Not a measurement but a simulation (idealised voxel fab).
This section sets out a process module, namely voxel released beams.
290 nm wide, 5 nm square cells: that's cross-section cut.
Bands, listed from the top down, are how a cross-section gets written in this document; the cross-section itself is a grid of square cells, and a band is one or more rows of them.
Per band: top height and bottom height in nm, followed by the left-to-right materials and their widths in nm; "all across" marks a single material spanning edge to edge, "air" marks empty space.
Height is counted from the level 0, under which the received wafer is composed throughout of one material. The lowest of the bands is not closed at the bottom but continues downward, in the notation "0 -> down".
A width given as "30 to 40" starts at the first number in the band's top row and ends at the second number in its bottom row, shifting by an equal amount at every step from row to row.
Key: "no alterations made" - step with no changed cell in the cross-section.
This entry, "Sealed cavities", enumerates those empty regions of no fewer than 8 cells that possess no open connection to the top. Each region is reported in the form width x height at distance, the distance being taken from the left edge, with all three quantities expressed in nm.
It should be noted that, on the line of a given step, the content following the step's settings is a remark produced by the simulator itself with respect to that step.
"overlay nm" on a masked step: distance the mask lay right of its planned place, negative for left.

# Here's what the planned process steps look like
step 1: RECEIVE: material Si
step 2: CONFORMAL_DEP: material SiN, thk nm 5
step 3: DIRECTIONAL_DEP: material SiO2, thk nm 10
step 4: MASKED_ETCH: tone open, mask id ANCHOR, width nm 30, etch materials SiO2, depth nm 10, overlay nm 0
step 5: CONFORMAL_DEP: material TiN, thk nm 10
step 6: MASKED_ETCH: tone cover, mask id BEAM, width nm 100, etch materials TiN, depth nm 10, overlay nm 0
step 7: STRIP: etch materials SiO2

# Cross-section, incoming material, after step 1
> 0 -> down = Si all across
> Sealed cavities: none

# End-of-module cross-section of the first of two wafers, processed as planned
> 25 -> 15 = air 90, then TiN 15, then air 10, then TiN 75, then air 100
> 15 -> 5 = air 95, then TiN 30, then air 165
> 5 -> 0 = SiN all across
> 0 -> down = Si all across
> Sealed cavities: none

# Now the second wafer, cross-sectioned at the end of the module. Nothing different at the start, nothing different in the plan compared with the first, just one mistake when it was actually run
> 0 -> down = Si all across
> Sealed cavities: none
Nonconformance to the process plan: step 2 went in with a setting other than planned; the actual run was CONFORMAL_DEP: material SiO2, thk nm 5
Per the end-of-run cell counts, the second wafer holds more or fewer of some materials than the first: SiN: 58 fewer | TiN: 48 fewer
